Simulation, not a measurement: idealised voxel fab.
Documented hereafter: the process module known as voxel transistor to metal.
In the cross-section labelled cut, the width is 170 nm and each square cell is 5 nm.
Cross-section format: a grid of square cells, given as bands from top to bottom; each band is one or more rows of cells.
Band entry format. Leading values: height of top, height of bottom, nm. Remainder: materials in left-to-right order, each with its width in nm. Special words: "everywhere" on a single material, which then fills the band edge to edge; "empty", empty space.
Height is counted from the level 0, under which the received wafer is composed throughout of one material. The lowest of the bands is not closed at the bottom but continues downward, in the notation "0 nm and below".
The width entry "30 to 40" should be interpreted row by row: the top row of cells in the band takes the first number, the bottom row takes the second number, and the change between adjacent rows is uniform throughout.
"changes: none" (step): cross-section cells unchanged, all of them.
Listed in "Closed internal voids": every empty space of 8 or more cells without an open way to the top. Form: width x height at distance, the distance being from the left edge, all in nm.
What comes after the settings on a step's line is commentary from the simulator itself on that step.
The "overlay nm" setting may appear on a step's line; for a step that uses a mask, it gives how far to the right of its planned position the mask lay, and a negative value indicates the left.
From here on the document is pairs. In a pair, the cross-section before one process step comes with the cross-section after it, and the latter goes no deeper than the lowest band that changed. What lies in between, the step and its settings, is written under the pair. A pair may be from a different run of this module on the same starting wafer than the pair above it, so it continues from that pair only where its entry headed "Incoming structure" says so.

Incoming structure:
* 65 nm to 50 nm = SiCN everywhere
* 50 nm to 20 nm = polySi everywhere
* 20 nm to 15 nm = SiO2 everywhere
* 15 nm to 5 nm = SiO2: 30 | SiN: 110 | SiO2: 30
* 5 nm to 0 nm = SiO2 everywhere
* 0 nm to -20 nm = SiO2: 30 | Si: 110 | SiO2: 30
* -20 nm and below = Si everywhere
* Closed internal voids: none

Result of Step:
* 65 nm to 50 nm = empty: 70 | SiCN: 30 | empty: 70
* Everything under 50 stays put, no change at all.
* Closed internal voids: none
The two cross-sections above are separated by a single process step, namely MASKED_ETCH with tone cover, mask id GATE, width nm 30, etch materials SiCN, depth nm 25, overlay nm 0

Incoming structure: The cross-section prior to this step is the one presented after the step of the pair immediately above.

Result of Step:
* 65 nm to 50 nm = empty: 70 | SiCN: 30 | empty: 70
* 50 nm to 20 nm = empty: 70 | polySi: 30 | empty: 70
* Everything under 20 stays put, no change at all.
* Closed internal voids: none
The two cross-sections above are separated by a single process step, namely MASKED_ETCH with tone cover, mask id GATE, width nm 30, etch materials polySi, depth nm 40, overlay nm 0

Incoming structure: The cross-section prior to this step is the one presented after the step of the pair immediately above.

Result of Step:
* 70 nm to 65 nm = empty: 65 | SiN: 40 | empty: 65
* 65 nm to 50 nm = empty: 65 | SiN: 5 | SiCN: 30 | SiN: 5 | empty: 65
* 50 nm to 25 nm = empty: 65 | SiN: 5 | polySi: 30 | SiN: 5 | empty: 65
* 25 nm to 20 nm = SiN: 70 | polySi: 30 | SiN: 70
* Everything under 20 stays put, no change at all.
* Closed internal voids: none
The two cross-sections above are separated by a single process step, namely CONFORMAL_DEP with material SiN, thk nm 5

Incoming structure: The cross-section prior to this step is the one presented after the step of the pair immediately above.

Result of Step:
* 65 nm to 50 nm = empty: 65 | SiN: 5 | SiCN: 30 | SiN: 5 | empty: 65
* 50 nm to 20 nm = empty: 65 | SiN: 5 | polySi: 30 | SiN: 5 | empty: 65
* Everything under 20 stays put, no change at all.
* Closed internal voids: none
The two cross-sections above are separated by a single process step, namely DIRECTIONAL_ETCH with etch materials SiN, depth nm 5

Incoming structure: The cross-section prior to this step is the one presented after the step of the pair immediately above.

Result of Step:
* 65 nm to 50 nm = empty: 65 | SiN: 5 | SiCN: 30 | SiN: 5 | empty: 65
* 50 nm to 20 nm = empty: 65 | SiN: 5 | polySi: 30 | SiN: 5 | empty: 65
* 20 nm to 15 nm = empty: 65 | SiO2: 40 | empty: 65
* Everything under 15 stays put, no change at all.
* Closed internal voids: none
The two cross-sections above are separated by a single process step, namely DIRECTIONAL_ETCH with etch materials SiO2, depth nm 5

Incoming structure: The cross-section prior to this step is the one presented after the step of the pair immediately above.

Result of Step:
* 75 nm to 65 nm = SiO2 everywhere
* 65 nm to 50 nm = SiO2: 65 | SiN: 5 | SiCN: 30 | SiN: 5 | SiO2: 65
* 50 nm to 20 nm = SiO2: 65 | SiN: 5 | polySi: 30 | SiN: 5 | SiO2: 65
* 20 nm to 15 nm = SiO2 everywhere
* Everything under 15 stays put, no change at all.
* Closed internal voids: none
The two cross-sections above are separated by a single process step, namely FILL_DEP with material SiO2, thk nm 10

Incoming structure: The cross-section prior to this step is the one presented after the step of the pair immediately above.

Result of Step:
* 30 nm to 20 nm = SiO2: 65 | SiN: 5 | polySi: 30 | SiN: 5 | SiO2: 65
* Everything under 20 stays put, no change at all.
* Closed internal voids: none
The two cross-sections above are separated by a single process step, namely CMP with height nm 30

Incoming structure: The cross-section prior to this step is the one presented after the step of the pair immediately above.

Result of Step:
* 30 nm to 20 nm = SiO2: 65 | SiN: 5 | empty: 30 | SiN: 5 | SiO2: 65
* Everything under 20 stays put, no change at all.
* Closed internal voids: none
The two cross-sections above are separated by a single process step, namely STRIP with etch materials polySi

Incoming structure: The cross-section prior to this step is the one presented after the step of the pair immediately above.

Result of Step:
* 30 nm to 25 nm = empty: 65 | SiN: 5 | empty: 30 | SiN: 5 | empty: 65
* 25 nm to 20 nm = SiO2: 65 | SiN: 5 | empty: 30 | SiN: 5 | SiO2: 65
* 20 nm to 15 nm = SiO2: 65 | empty: 40 | SiO2: 65
* Everything under 15 stays put, no change at all.
* Closed internal voids: none
The two cross-sections above are separated by a single process step, namely SELECTIVE_ETCH with etch materials SiO2, depth nm 5

Incoming structure: The cross-section prior to this step is the one presented after the step of the pair immediately above.

Result of Step:
* 35 nm to 30 nm = empty: 60 | HfO2: 15 | empty: 20 | HfO2: 15 | empty: 60
* 30 nm to 25 nm = HfO2: 65 | SiN: 5 | HfO2: 5 | empty: 20 | HfO2: 5 | SiN: 5 | HfO2: 65
* 25 nm to 20 nm = SiO2: 65 | SiN: 5 | HfO2: 5 | empty: 20 | HfO2: 5 | SiN: 5 | SiO2: 65
* 20 nm to 15 nm = SiO2: 65 | HfO2: 40 | SiO2: 65
* Everything under 15 stays put, no change at all.
* Closed internal voids: none
The two cross-sections above are separated by a single process step, namely CONFORMAL_DEP with material HfO2, thk nm 5

Incoming structure: The cross-section prior to this step is the one presented after the step of the pair immediately above.

Result of Step:
* 40 nm to 35 nm = empty: 55 | TiN: 25 | empty: 10 | TiN: 25 | empty: 55
* 35 nm to 30 nm = TiN: 60 | HfO2: 15 | TiN: 5 | empty: 10 | TiN: 5 | HfO2: 15 | TiN: 60
* 30 nm to 25 nm = HfO2: 65 | SiN: 5 | HfO2: 5 | TiN: 5 | empty: 10 | TiN: 5 | HfO2: 5 | SiN: 5 | HfO2: 65
* 25 nm to 20 nm = SiO2: 65 | SiN: 5 | HfO2: 5 | TiN: 20 | HfO2: 5 | SiN: 5 | SiO2: 65
* Everything under 20 stays put, no change at all.
* Closed internal voids: none
The two cross-sections above are separated by a single process step, namely CONFORMAL_DEP with material TiN, thk nm 5

Incoming structure: The cross-section prior to this step is the one presented after the step of the pair immediately above.

Result of Step:
* 45 nm to 40 nm = W everywhere
* 40 nm to 35 nm = W: 55 | TiN: 25 | W: 10 | TiN: 25 | W: 55
* 35 nm to 30 nm = TiN: 60 | HfO2: 15 | TiN: 5 | W: 10 | TiN: 5 | HfO2: 15 | TiN: 60
* 30 nm to 25 nm = HfO2: 65 | SiN: 5 | HfO2: 5 | TiN: 5 | W: 10 | TiN: 5 | HfO2: 5 | SiN: 5 | HfO2: 65
* Everything under 25 stays put, no change at all.
* Closed internal voids: none
The two cross-sections above are separated by a single process step, namely FILL_DEP with material W, thk nm 5

Incoming structure: The cross-section prior to this step is the one presented after the step of the pair immediately above.

Result of Step:
* 25 nm to 20 nm = SiO2: 65 | SiN: 5 | HfO2: 5 | TiN: 20 | HfO2: 5 | SiN: 5 | SiO2: 65
* Everything under 20 stays put, no change at all.
* Closed internal voids: none
The two cross-sections above are separated by a single process step, namely CMP with height nm 25

Incoming structure: The cross-section prior to this step is the one presented after the step of the pair immediately above.

Result of Step:
* 35 nm to 25 nm = SiO2 everywhere
* Everything under 25 stays put, no change at all.
* Closed internal voids: none
The two cross-sections above are separated by a single process step, namely DIRECTIONAL_DEP with material SiO2, thk nm 10

Incoming structure: The cross-section prior to this step is the one presented after the step of the pair immediately above.

Result of Step:
* 55 nm to 35 nm = resist: 40 | empty: 15 | resist: 60 | empty: 15 | resist: 40
* Everything under 35 stays put, no change at all.
* Closed internal voids: none
The two cross-sections above are separated by a single process step, namely PATTERN with tone open, mask id CONTACT, material resist, width nm 15, pitch nm 75, thk nm 20, overlay nm 0

Incoming structure: The cross-section prior to this step is the one presented after the step of the pair immediately above.

Result of Step:
* 55 nm to 35 nm = resist: 40 | empty: 15 | resist: 60 | empty: 15 | resist: 40
* 35 nm to 25 nm = SiO2: 40 | empty: 15 | SiO2: 60 | empty: 15 | SiO2: 40
* 25 nm to 20 nm = SiO2: 40 | empty: 15 | SiO2: 10 | SiN: 5 | HfO2: 5 | TiN: 20 | HfO2: 5 | SiN: 5 | SiO2: 10 | empty: 15 | SiO2: 40
* 20 nm to 15 nm = SiO2: 40 | empty: 15 | SiO2: 10 | HfO2: 40 | SiO2: 10 | empty: 15 | SiO2: 40
* Everything under 15 stays put, no change at all.
* Closed internal voids: none
The two cross-sections above are separated by a single process step, namely DIRECTIONAL_ETCH with etch materials SiO2, depth nm 40

Incoming structure: The cross-section prior to this step is the one presented after the step of the pair immediately above.

Result of Step:
* 35 nm to 25 nm = SiO2: 40 | empty: 15 | SiO2: 60 | empty: 15 | SiO2: 40
* Everything under 25 stays put, no change at all.
* Closed internal voids: none
The two cross-sections above are separated by a single process step, namely STRIP with etch materials resist

Incoming structure: The cross-section prior to this step is the one presented after the step of the pair immediately above.

Result of Step:
* 40 nm to 35 nm = TiN: 45 | empty: 5 | TiN: 70 | empty: 5 | TiN: 45
* 35 nm to 25 nm = SiO2: 40 | TiN: 5 | empty: 5 | TiN: 5 | SiO2: 60 | TiN: 5 | empty: 5 | TiN: 5 | SiO2: 40
* 25 nm to 20 nm = SiO2: 40 | TiN: 5 | empty: 5 | TiN: 5 | SiO2: 10 | SiN: 5 | HfO2: 5 | TiN: 20 | HfO2: 5 | SiN: 5 | SiO2: 10 | TiN: 5 | empty: 5 | TiN: 5 | SiO2: 40
* 20 nm to 15 nm = SiO2: 40 | TiN: 15 | SiO2: 10 | HfO2: 40 | SiO2: 10 | TiN: 15 | SiO2: 40
* Everything under 15 stays put, no change at all.
* Closed internal voids: none
The two cross-sections above are separated by a single process step, namely CONFORMAL_DEP with material TiN, thk nm 5

Incoming structure: The cross-section prior to this step is the one presented after the step of the pair immediately above.

Result of Step:
* 50 nm to 40 nm = Ru everywhere
* 40 nm to 35 nm = TiN: 45 | Ru: 5 | TiN: 70 | Ru: 5 | TiN: 45
* 35 nm to 25 nm = SiO2: 40 | TiN: 5 | Ru: 5 | TiN: 5 | SiO2: 60 | TiN: 5 | Ru: 5 | TiN: 5 | SiO2: 40
* 25 nm to 20 nm = SiO2: 40 | TiN: 5 | Ru: 5 | TiN: 5 | SiO2: 10 | SiN: 5 | HfO2: 5 | TiN: 20 | HfO2: 5 | SiN: 5 | SiO2: 10 | TiN: 5 | Ru: 5 | TiN: 5 | SiO2: 40
* Everything under 20 stays put, no change at all.
* Closed internal voids: none
The two cross-sections above are separated by a single process step, namely FILL_DEP with material Ru, thk nm 10

Incoming structure: The cross-section prior to this step is the one presented after the step of the pair immediately above.

Result of Step:
* 35 nm to 25 nm = SiO2: 40 | TiN: 5 | Ru: 5 | TiN: 5 | SiO2: 60 | TiN: 5 | Ru: 5 | TiN: 5 | SiO2: 40
* Everything under 25 stays put, no change at all.
* Closed internal voids: none
The two cross-sections above are separated by a single process step, namely CMP with height nm 35

Incoming structure: The cross-section prior to this step is the one presented after the step of the pair immediately above.

Result of Step:
* 40 nm to 35 nm = TiN everywhere
* Everything under 35 stays put, no change at all.
* Closed internal voids: none
The two cross-sections above are separated by a single process step, namely DIRECTIONAL_DEP with material TiN, thk nm 5

Incoming structure: The cross-section prior to this step is the one presented after the step of the pair immediately above.

Result of Step:
* 65 nm to 40 nm = W everywhere
* Everything under 40 stays put, no change at all.
* Closed internal voids: none
The two cross-sections above are separated by a single process step, namely DIRECTIONAL_DEP with material W, thk nm 25

Incoming structure: The cross-section prior to this step is the one presented after the step of the pair immediately above.

Result of Step:
* 80 nm to 65 nm = aC everywhere
* Everything under 65 stays put, no change at all.
* Closed internal voids: none
The two cross-sections above are separated by a single process step, namely DIRECTIONAL_DEP with material aC, thk nm 15

Incoming structure: The cross-section prior to this step is the one presented after the step of the pair immediately above.

Result of Step:
* 110 nm to 80 nm = empty: 40 | resist: 15 | empty: 60 | resist: 15 | empty: 40
* Everything under 80 stays put, no change at all.
* Closed internal voids: none
The two cross-sections above are separated by a single process step, namely PATTERN with tone cover, mask id METAL_1, material resist, width nm 15, pitch nm 75, thk nm 30, overlay nm 0

Incoming structure: The cross-section prior to this step is the one presented after the step of the pair immediately above.

Result of Step:
* 95 nm to 80 nm = empty: 40 | resist: 15 | empty: 60 | resist: 15 | empty: 40
* 80 nm to 65 nm = empty: 40 | aC: 15 | empty: 60 | aC: 15 | empty: 40
* Everything under 65 stays put, no change at all.
* Closed internal voids: none
The two cross-sections above are separated by a single process step, namely DIRECTIONAL_ETCH with etch materials aC, depth nm 15

Incoming structure: The cross-section prior to this step is the one presented after the step of the pair immediately above.

Result of Step:
* 80 nm to 65 nm = empty: 40 | aC: 15 | empty: 60 | aC: 15 | empty: 40
* Everything under 65 stays put, no change at all.
* Closed internal voids: none
The two cross-sections above are separated by a single process step, namely STRIP with etch materials resist

Incoming structure: The cross-section prior to this step is the one presented after the step of the pair immediately above.

Result of Step:
* 80 nm to 65 nm = empty: 40 | aC: 15 | empty: 60 | aC: 15 | empty: 40
* 65 nm to 40 nm = empty: 40 | W: 15 | empty: 60 | W: 15 | empty: 40
* Everything under 40 stays put, no change at all.
* Closed internal voids: none
The two cross-sections above are separated by a single process step, namely DIRECTIONAL_ETCH with etch materials W, depth nm 25

Incoming structure: The cross-section prior to this step is the one presented after the step of the pair immediately above.

Result of Step:
* 80 nm to 65 nm = empty: 40 | aC: 15 | empty: 60 | aC: 15 | empty: 40
* 65 nm to 40 nm = empty: 40 | W: 15 | empty: 60 | W: 15 | empty: 40
* 40 nm to 35 nm = empty: 40 | TiN: 15 | empty: 60 | TiN: 15 | empty: 40
* Everything under 35 stays put, no change at all.
* Closed internal voids: none
The two cross-sections above are separated by a single process step, namely DIRECTIONAL_ETCH with etch materials TiN, depth nm 5

Incoming structure: The cross-section prior to this step is the one presented after the step of the pair immediately above.

Result of Step:
* 65 nm to 40 nm = empty: 40 | W: 15 | empty: 60 | W: 15 | empty: 40
* Everything under 40 stays put, no change at all.
* Closed internal voids: none
The two cross-sections above are separated by a single process step, namely STRIP with etch materials aC

Incoming structure: The cross-section prior to this step is the one presented after the step of the pair immediately above.

Result of Step:
* 70 nm to 65 nm = empty: 35 | SiCN: 25 | empty: 50 | SiCN: 25 | empty: 35
* 65 nm to 40 nm = empty: 35 | SiCN: 5 | W: 15 | SiCN: 5 | empty: 50 | SiCN: 5 | W: 15 | SiCN: 5 | empty: 35
* 40 nm to 35 nm = SiCN: 40 | TiN: 15 | SiCN: 60 | TiN: 15 | SiCN: 40
* Everything under 35 stays put, no change at all.
* Closed internal voids: none
The two cross-sections above are separated by a single process step, namely CONFORMAL_DEP with material SiCN, thk nm 5

Incoming structure: The cross-section prior to this step is the one presented after the step of the pair immediately above.

Result of Step:
* 80 nm to 70 nm = lowk everywhere
* 70 nm to 65 nm = lowk: 35 | SiCN: 25 | lowk: 50 | SiCN: 25 | lowk: 35
* 65 nm to 40 nm = lowk: 35 | SiCN: 5 | W: 15 | SiCN: 5 | lowk: 50 | SiCN: 5 | W: 15 | SiCN: 5 | lowk: 35
* Everything under 40 stays put, no change at all.
* Closed internal voids: none
The two cross-sections above are separated by a single process step, namely FILL_DEP with material lowk, thk nm 10

Incoming structure: The cross-section prior to this step is the one presented after the step of the pair immediately above.

Result of Step:
* 65 nm to 40 nm = lowk: 35 | SiCN: 5 | W: 15 | SiCN: 5 | lowk: 50 | SiCN: 5 | W: 15 | SiCN: 5 | lowk: 35
* Everything under 40 stays put, no change at all.
* Closed internal voids: none
The two cross-sections above are separated by a single process step, namely CMP with height nm 65

Incoming structure: The cross-section prior to this step is the one presented after the step of the pair immediately above.

Result of Step:
* 70 nm to 65 nm = SiCN everywhere
* Everything under 65 stays put, no change at all.
* Closed internal voids: none
The two cross-sections above are separated by a single process step, namely CONFORMAL_DEP with material SiCN, thk nm 5

Incoming structure:
* 45 nm to 30 nm = empty: 65 | SiN: 5 | SiCN: 30 | SiN: 5 | empty: 65
* 30 nm to 5 nm = empty: 65 | SiN: 5 | polySi: 30 | SiN: 5 | empty: 65
* 5 nm to 0 nm = empty: 25 | SiN: 5 | empty: 35 | SiN: 5 | polySi: 30 | SiN: 5 | empty: 35 | SiN: 5 | empty: 25
* 0 nm to -5 nm = SiO2: 30 | empty: 35 | SiO2: 40 | empty: 35 | SiO2: 30
* -5 nm to -20 nm = SiO2: 30 | empty: 35 | Si: 40 | empty: 35 | SiO2: 30
* -20 nm and below = Si everywhere
* Closed internal voids: none

Result of Step:
* 45 nm to 30 nm = empty: 65 | SiN: 5 | SiCN: 30 | SiN: 5 | empty: 65
* 30 nm to 5 nm = empty: 65 | SiN: 5 | polySi: 30 | SiN: 5 | empty: 65
* 5 nm to 0 nm = empty: 25 | SiN: 5 | empty: 35 | SiN: 5 | polySi: 30 | SiN: 5 | empty: 35 | SiN: 5 | empty: 25
* 0 nm to -5 nm = SiO2: 30 | empty: 35 | SiO2: 40 | empty: 35 | SiO2: 30
* -5 nm to -20 nm = SiO2: 30 | empty: 35 | Si: 40 | empty: 35 | SiO2: 30
* -20 nm to -35 nm = Si: 30 | empty: 35 | Si: 40 | empty: 35 | Si: 30
* Everything under -35 stays put, no change at all.
* Closed internal voids: none
The two cross-sections above are separated by a single process step, namely DIRECTIONAL_ETCH with etch materials Si, depth nm 15

Incoming structure: The cross-section prior to this step is the one presented after the step of the pair immediately above.

Result of Step:
* 45 nm to 30 nm = empty: 65 | SiN: 5 | SiCN: 30 | SiN: 5 | empty: 65
* 30 nm to 10 nm = empty: 65 | SiN: 5 | polySi: 30 | SiN: 5 | empty: 65
* 10 nm to 5 nm = empty: 50 | pSi: 15 | SiN: 5 | polySi: 30 | SiN: 5 | pSi: 15 | empty: 50
* 5 nm to 0 nm = empty: 25 | SiN: 5 | empty: 20 | pSi: 15 | SiN: 5 | polySi: 30 | SiN: 5 | pSi: 15 | empty: 20 | SiN: 5 | empty: 25
* 0 nm to -5 nm = SiO2: 30 | empty: 20 | pSi: 15 | SiO2: 40 | pSi: 15 | empty: 20 | SiO2: 30
* -5 nm to -20 nm = SiO2: 30 | pSi: 15 | empty: 5 | pSi: 15 | Si: 40 | pSi: 15 | empty: 5 | pSi: 15 | SiO2: 30
* -20 nm to -35 nm = Si: 30 | pSi: 35 | Si: 40 | pSi: 35 | Si: 30
* Everything under -35 stays put, no change at all.
* Closed internal voids: none
The two cross-sections above are separated by a single process step, namely EPI with material pSi, thk nm 15

Incoming structure: The cross-section prior to this step is the one presented after the step of the pair immediately above.

Result of Step:
* 55 nm to 45 nm = SiO2 everywhere
* 45 nm to 30 nm = SiO2: 65 | SiN: 5 | SiCN: 30 | SiN: 5 | SiO2: 65
* 30 nm to 10 nm = SiO2: 65 | SiN: 5 | polySi: 30 | SiN: 5 | SiO2: 65
* 10 nm to 5 nm = SiO2: 50 | pSi: 15 | SiN: 5 | polySi: 30 | SiN: 5 | pSi: 15 | SiO2: 50
* 5 nm to 0 nm = SiO2: 25 | SiN: 5 | SiO2: 20 | pSi: 15 | SiN: 5 | polySi: 30 | SiN: 5 | pSi: 15 | SiO2: 20 | SiN: 5 | SiO2: 25
* 0 nm to -5 nm = SiO2: 50 | pSi: 15 | SiO2: 40 | pSi: 15 | SiO2: 50
* -5 nm to -20 nm = SiO2: 30 | pSi: 15 | SiO2: 5 | pSi: 15 | Si: 40 | pSi: 15 | SiO2: 5 | pSi: 15 | SiO2: 30
* Everything under -20 stays put, no change at all.
* Closed internal voids: none
The two cross-sections above are separated by a single process step, namely FILL_DEP with material SiO2, thk nm 10

Incoming structure: The cross-section prior to this step is the one presented after the step of the pair immediately above.

Result of Step:
* 30 nm to 10 nm = SiO2: 65 | SiN: 5 | polySi: 30 | SiN: 5 | SiO2: 65
* Everything under 10 stays put, no change at all.
* Closed internal voids: none
The two cross-sections above are separated by a single process step, namely CMP with height nm 30

Incoming structure: The cross-section prior to this step is the one presented after the step of the pair immediately above.

Result of Step:
* 30 nm to 10 nm = SiO2: 65 | SiN: 5 | empty: 30 | SiN: 5 | SiO2: 65
* 10 nm to 5 nm = SiO2: 50 | pSi: 15 | SiN: 5 | empty: 30 | SiN: 5 | pSi: 15 | SiO2: 50
* 5 nm to 0 nm = SiO2: 25 | SiN: 5 | SiO2: 20 | pSi: 15 | SiN: 5 | empty: 30 | SiN: 5 | pSi: 15 | SiO2: 20 | SiN: 5 | SiO2: 25
* Everything under 0 stays put, no change at all.
* Closed internal voids: none
The two cross-sections above are separated by a single process step, namely STRIP with etch materials polySi

Incoming structure: The cross-section prior to this step is the one presented after the step of the pair immediately above.

Result of Step:
* 30 nm to 25 nm = empty: 65 | SiN: 5 | empty: 30 | SiN: 5 | empty: 65
* 25 nm to 10 nm = SiO2: 65 | SiN: 5 | empty: 30 | SiN: 5 | SiO2: 65
* 10 nm to 5 nm = SiO2: 50 | pSi: 15 | SiN: 5 | empty: 30 | SiN: 5 | pSi: 15 | SiO2: 50
* 5 nm to 0 nm = SiO2: 25 | SiN: 5 | SiO2: 20 | pSi: 15 | SiN: 5 | empty: 30 | SiN: 5 | pSi: 15 | SiO2: 20 | SiN: 5 | SiO2: 25
* 0 nm to -5 nm = SiO2: 50 | pSi: 15 | empty: 40 | pSi: 15 | SiO2: 50
* Everything under -5 stays put, no change at all.
* Closed internal voids: none
The two cross-sections above are separated by a single process step, namely SELECTIVE_ETCH with etch materials SiO2, depth nm 5

Incoming structure: The cross-section prior to this step is the one presented after the step of the pair immediately above.

Result of Step:
* 35 nm to 30 nm = empty: 60 | HfO2: 15 | empty: 20 | HfO2: 15 | empty: 60
* 30 nm to 25 nm = HfO2: 65 | SiN: 5 | HfO2: 5 | empty: 20 | HfO2: 5 | SiN: 5 | HfO2: 65
* 25 nm to 10 nm = SiO2: 65 | SiN: 5 | HfO2: 5 | empty: 20 | HfO2: 5 | SiN: 5 | SiO2: 65
* 10 nm to 5 nm = SiO2: 50 | pSi: 15 | SiN: 5 | HfO2: 5 | empty: 20 | HfO2: 5 | SiN: 5 | pSi: 15 | SiO2: 50
* 5 nm to 0 nm = SiO2: 25 | SiN: 5 | SiO2: 20 | pSi: 15 | SiN: 5 | HfO2: 5 | empty: 20 | HfO2: 5 | SiN: 5 | pSi: 15 | SiO2: 20 | SiN: 5 | SiO2: 25
* 0 nm to -5 nm = SiO2: 50 | pSi: 15 | HfO2: 40 | pSi: 15 | SiO2: 50
* Everything under -5 stays put, no change at all.
* Closed internal voids: none
The two cross-sections above are separated by a single process step, namely CONFORMAL_DEP with material HfO2, thk nm 5

Incoming structure: The cross-section prior to this step is the one presented after the step of the pair immediately above.

Result of Step:
* 40 nm to 35 nm = empty: 55 | TiN: 25 | empty: 10 | TiN: 25 | empty: 55
* 35 nm to 30 nm = TiN: 60 | HfO2: 15 | TiN: 5 | empty: 10 | TiN: 5 | HfO2: 15 | TiN: 60
* 30 nm to 25 nm = HfO2: 65 | SiN: 5 | HfO2: 5 | TiN: 5 | empty: 10 | TiN: 5 | HfO2: 5 | SiN: 5 | HfO2: 65
* 25 nm to 10 nm = SiO2: 65 | SiN: 5 | HfO2: 5 | TiN: 5 | empty: 10 | TiN: 5 | HfO2: 5 | SiN: 5 | SiO2: 65
* 10 nm to 5 nm = SiO2: 50 | pSi: 15 | SiN: 5 | HfO2: 5 | TiN: 5 | empty: 10 | TiN: 5 | HfO2: 5 | SiN: 5 | pSi: 15 | SiO2: 50
* 5 nm to 0 nm = SiO2: 25 | SiN: 5 | SiO2: 20 | pSi: 15 | SiN: 5 | HfO2: 5 | TiN: 20 | HfO2: 5 | SiN: 5 | pSi: 15 | SiO2: 20 | SiN: 5 | SiO2: 25
* Everything under 0 stays put, no change at all.
* Closed internal voids: none
The two cross-sections above are separated by a single process step, namely CONFORMAL_DEP with material TiN, thk nm 5

Incoming structure: The cross-section prior to this step is the one presented after the step of the pair immediately above.

Result of Step:
* 45 nm to 40 nm = W everywhere
* 40 nm to 35 nm = W: 55 | TiN: 25 | W: 10 | TiN: 25 | W: 55
* 35 nm to 30 nm = TiN: 60 | HfO2: 15 | TiN: 5 | W: 10 | TiN: 5 | HfO2: 15 | TiN: 60
* 30 nm to 25 nm = HfO2: 65 | SiN: 5 | HfO2: 5 | TiN: 5 | W: 10 | TiN: 5 | HfO2: 5 | SiN: 5 | HfO2: 65
* 25 nm to 10 nm = SiO2: 65 | SiN: 5 | HfO2: 5 | TiN: 5 | W: 10 | TiN: 5 | HfO2: 5 | SiN: 5 | SiO2: 65
* 10 nm to 5 nm = SiO2: 50 | pSi: 15 | SiN: 5 | HfO2: 5 | TiN: 5 | W: 10 | TiN: 5 | HfO2: 5 | SiN: 5 | pSi: 15 | SiO2: 50
* Everything under 5 stays put, no change at all.
* Closed internal voids: none
The two cross-sections above are separated by a single process step, namely FILL_DEP with material W, thk nm 5

Incoming structure: The cross-section prior to this step is the one presented after the step of the pair immediately above.

Result of Step:
* 25 nm to 10 nm = SiO2: 65 | SiN: 5 | HfO2: 5 | TiN: 5 | W: 10 | TiN: 5 | HfO2: 5 | SiN: 5 | SiO2: 65
* Everything under 10 stays put, no change at all.
* Closed internal voids: none
The two cross-sections above are separated by a single process step, namely CMP with height nm 25

Incoming structure: The cross-section prior to this step is the one presented after the step of the pair immediately above.

Result of Step:
* 35 nm to 25 nm = SiO2 everywhere
* Everything under 25 stays put, no change at all.
* Closed internal voids: none
The two cross-sections above are separated by a single process step, namely DIRECTIONAL_DEP with material SiO2, thk nm 10

Incoming structure: The cross-section prior to this step is the one presented after the step of the pair immediately above.

Result of Step:
* 55 nm to 35 nm = resist: 40 | empty: 15 | resist: 60 | empty: 15 | resist: 40
* Everything under 35 stays put, no change at all.
* Closed internal voids: none
The two cross-sections above are separated by a single process step, namely PATTERN with tone open, mask id CONTACT, material resist, width nm 15, pitch nm 75, thk nm 20, overlay nm 0

Incoming structure: The cross-section prior to this step is the one presented after the step of the pair immediately above.

Result of Step:
* 55 nm to 35 nm = resist: 40 | empty: 15 | resist: 60 | empty: 15 | resist: 40
* 35 nm to 25 nm = SiO2: 40 | empty: 15 | SiO2: 60 | empty: 15 | SiO2: 40
* 25 nm to 10 nm = SiO2: 40 | empty: 15 | SiO2: 10 | SiN: 5 | HfO2: 5 | TiN: 5 | W: 10 | TiN: 5 | HfO2: 5 | SiN: 5 | SiO2: 10 | empty: 15 | SiO2: 40
* 10 nm to 5 nm = SiO2: 40 | empty: 10 | pSi: 15 | SiN: 5 | HfO2: 5 | TiN: 5 | W: 10 | TiN: 5 | HfO2: 5 | SiN: 5 | pSi: 15 | empty: 10 | SiO2: 40
* 5 nm to 0 nm = SiO2: 25 | SiN: 5 | SiO2: 10 | empty: 10 | pSi: 15 | SiN: 5 | HfO2: 5 | TiN: 20 | HfO2: 5 | SiN: 5 | pSi: 15 | empty: 10 | SiO2: 10 | SiN: 5 | SiO2: 25
* 0 nm to -5 nm = SiO2: 40 | empty: 10 | pSi: 15 | HfO2: 40 | pSi: 15 | empty: 10 | SiO2: 40
* Everything under -5 stays put, no change at all.
* Closed internal voids: none
The two cross-sections above are separated by a single process step, namely DIRECTIONAL_ETCH with etch materials SiO2, depth nm 40

Incoming structure: The cross-section prior to this step is the one presented after the step of the pair immediately above.

Result of Step:
* 35 nm to 25 nm = SiO2: 40 | empty: 15 | SiO2: 60 | empty: 15 | SiO2: 40
* Everything under 25 stays put, no change at all.
* Closed internal voids: none
The two cross-sections above are separated by a single process step, namely STRIP with etch materials resist

Incoming structure: The cross-section prior to this step is the one presented after the step of the pair immediately above.

Result of Step:
* 40 nm to 35 nm = TiN: 45 | empty: 5 | TiN: 70 | empty: 5 | TiN: 45
* 35 nm to 25 nm = SiO2: 40 | TiN: 5 | empty: 5 | TiN: 5 | SiO2: 60 | TiN: 5 | empty: 5 | TiN: 5 | SiO2: 40
* 25 nm to 15 nm = SiO2: 40 | TiN: 5 | empty: 5 | TiN: 5 | SiO2: 10 | SiN: 5 | HfO2: 5 | TiN: 5 | W: 10 | TiN: 5 | HfO2: 5 | SiN: 5 | SiO2: 10 | TiN: 5 | empty: 5 | TiN: 5 | SiO2: 40
* 15 nm to 10 nm = SiO2: 40 | TiN: 15 | SiO2: 10 | SiN: 5 | HfO2: 5 | TiN: 5 | W: 10 | TiN: 5 | HfO2: 5 | SiN: 5 | SiO2: 10 | TiN: 15 | SiO2: 40
* 10 nm to 5 nm = SiO2: 40 | TiN: 10 | pSi: 15 | SiN: 5 | HfO2: 5 | TiN: 5 | W: 10 | TiN: 5 | HfO2: 5 | SiN: 5 | pSi: 15 | TiN: 10 | SiO2: 40
* 5 nm to 0 nm = SiO2: 25 | SiN: 5 | SiO2: 10 | TiN: 10 | pSi: 15 | SiN: 5 | HfO2: 5 | TiN: 20 | HfO2: 5 | SiN: 5 | pSi: 15 | TiN: 10 | SiO2: 10 | SiN: 5 | SiO2: 25
* 0 nm to -5 nm = SiO2: 40 | TiN: 10 | pSi: 15 | HfO2: 40 | pSi: 15 | TiN: 10 | SiO2: 40
* Everything under -5 stays put, no change at all.
* Closed internal voids: none
The two cross-sections above are separated by a single process step, namely CONFORMAL_DEP with material TiN, thk nm 5
